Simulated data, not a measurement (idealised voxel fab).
Name of the process module below: voxel double patterning
In the cross-section labelled cut, the width is 180 nm and each square cell is 5 nm.
Cross-section layout: square cells on a grid; listed as bands, top to bottom; a band spans one or more cell rows. Band entry format. Leading values: height of top, height of bottom, nm. Remainder: materials in left-to-right order, each with its width in nm. Special words: "edge to edge" on a single material, which then fills the band edge to edge; "air", empty space. Heads up on the height convention: 0 is the point under which the incoming wafer is all one material, and the lowest band has no bottom, it just keeps going down, like "from 0 down". Per-row width for "30->40": begins at first number (top row of band), ends at second number (bottom row), increment between rows held constant. "no change occurred" -> step changed no cross-section cell. "Entrapped void list" means: voids of 8 cells or more that are shut off from the top with no open way through. Written width x height at distance, distance from the left edge, in nm. Heads up: the bit after the settings on a step's line is the simulator's remark on that step. When a step includes a mask, the "overlay nm" setting on its line states how far to the right of its planned place that mask lay, and negative values state how far to the left.
Process steps (planned):
1. RECEIVE | material Si
2. CONFORMAL_DEP | material SiO2 | thk nm 5
3. DIRECTIONAL_DEP | material W | thk nm 20
4. DIRECTIONAL_DEP | material SiCN | thk nm 5
5. MASKED_ETCH | tone open | mask id FIRST | width nm 15 | pitch nm 50 | etch materials SiCN | depth nm 5 | overlay nm 0
6. PATTERN | tone open | mask id SECOND | material resist | width nm 15 | pitch nm 50 | thk nm 15 | overlay nm 0
7. DIRECTIONAL_ETCH | etch materials SiCN | depth nm 5
8. STRIP | etch materials resist
9. DIRECTIONAL_ETCH | etch materials W | depth nm 20
10. STRIP | etch materials SiCN
Account of the first of two wafers, which was processed as intended:
Wafer at receipt (post step 1), cross-section:
  from 0 down = Si edge to edge
  Entrapped void list: none
after step 2:
  from 5 to 0 = SiO2 edge to edge
  Anything lower than 0 is untouched.
after step 3:
  from 25 to 5 = W edge to edge
  Anything lower than 5 is untouched.
after step 4:
  from 30 to 25 = SiCN edge to edge
  Anything lower than 25 is untouched.
after step 5:
  from 30 to 25 = 30 SiCN, 15 air, 35 SiCN, 15 air, 35 SiCN, 15 air, 35 SiCN
  Anything lower than 25 is untouched.
after step 6:
  from 45 to 30 = 55 resist, 15 air, 35 resist, 15 air, 60 resist
  from 30 to 25 = 30 SiCN, 15 resist, 35 SiCN, 15 resist, 35 SiCN, 15 resist, 35 SiCN
  Anything lower than 25 is untouched.
after step 7:
  from 45 to 30 = 55 resist, 15 air, 35 resist, 15 air, 60 resist
  from 30 to 25 = 30 SiCN, 15 resist, 10 SiCN, 15 air, 10 SiCN, 15 resist, 10 SiCN, 15 air, 10 SiCN, 15 resist, 35 SiCN
  Anything lower than 25 is untouched.
after step 8:
  from 30 to 25 = 30 SiCN, 15 air, 10 SiCN, 15 air, 10 SiCN, 15 air, 10 SiCN, 15 air, 10 SiCN, 15 air, 35 SiCN
  Anything lower than 25 is untouched.
after step 9:
  from 30 to 25 = 30 SiCN, 15 air, 10 SiCN, 15 air, 10 SiCN, 15 air, 10 SiCN, 15 air, 10 SiCN, 15 air, 35 SiCN
  from 25 to 5 = 30 W, 15 air, 10 W, 15 air, 10 W, 15 air, 10 W, 15 air, 10 W, 15 air, 35 W
  Anything lower than 5 is untouched.
after step 10:
  from 25 to 5 = 30 W, 15 air, 10 W, 15 air, 10 W, 15 air, 10 W, 15 air, 10 W, 15 air, 35 W
  Anything lower than 5 is untouched.
second wafer: like start, like plan, one mistake. Through step 2 it matches the first wafer:
Second wafer cross-section, taken as of the time the plan sets for step 3 to be done:
  from 45 to 5 = W edge to edge
  Anything lower than 5 is untouched.
Second wafer cross-section, taken as of the time the plan sets for step 4 to be done:
  from 50 to 45 = SiCN edge to edge
  Anything lower than 45 is untouched.
Second wafer cross-section, taken as of the time the plan sets for step 5 to be done:
  from 50 to 45 = 30 SiCN, 15 air, 35 SiCN, 15 air, 35 SiCN, 15 air, 35 SiCN
  Anything lower than 45 is untouched.
Second wafer cross-section, taken as of the time the plan sets for step 6 to be done:
  from 65 to 50 = 55 resist, 15 air, 35 resist, 15 air, 60 resist
  from 50 to 45 = 30 SiCN, 15 resist, 35 SiCN, 15 resist, 35 SiCN, 15 resist, 35 SiCN
  Anything lower than 45 is untouched.
Second wafer cross-section, taken as of the time the plan sets for step 7 to be done:
  from 65 to 50 = 55 resist, 15 air, 35 resist, 15 air, 60 resist
  from 50 to 45 = 30 SiCN, 15 resist, 10 SiCN, 15 air, 10 SiCN, 15 resist, 10 SiCN, 15 air, 10 SiCN, 15 resist, 35 SiCN
  Anything lower than 45 is untouched.
Second wafer cross-section, taken as of the time the plan sets for step 8 to be done:
  from 50 to 45 = 30 SiCN, 15 air, 10 SiCN, 15 air, 10 SiCN, 15 air, 10 SiCN, 15 air, 10 SiCN, 15 air, 35 SiCN
  Anything lower than 45 is untouched.
Second wafer cross-section, taken as of the time the plan sets for step 9 to be done:
  from 50 to 45 = 30 SiCN, 15 air, 10 SiCN, 15 air, 10 SiCN, 15 air, 10 SiCN, 15 air, 10 SiCN, 15 air, 35 SiCN
  from 45 to 25 = 30 W, 15 air, 10 W, 15 air, 10 W, 15 air, 10 W, 15 air, 10 W, 15 air, 35 W
  Anything lower than 25 is untouched.
Second wafer cross-section, taken as of the time the plan sets for step 10 to be done:
  from 45 to 25 = 30 W, 15 air, 10 W, 15 air, 10 W, 15 air, 10 W, 15 air, 10 W, 15 air, 35 W
  Anything lower than 25 is untouched.
What was the processing mistake? plan step 3 was conducted twice
at the end the second wafer has, in cells: +144 W
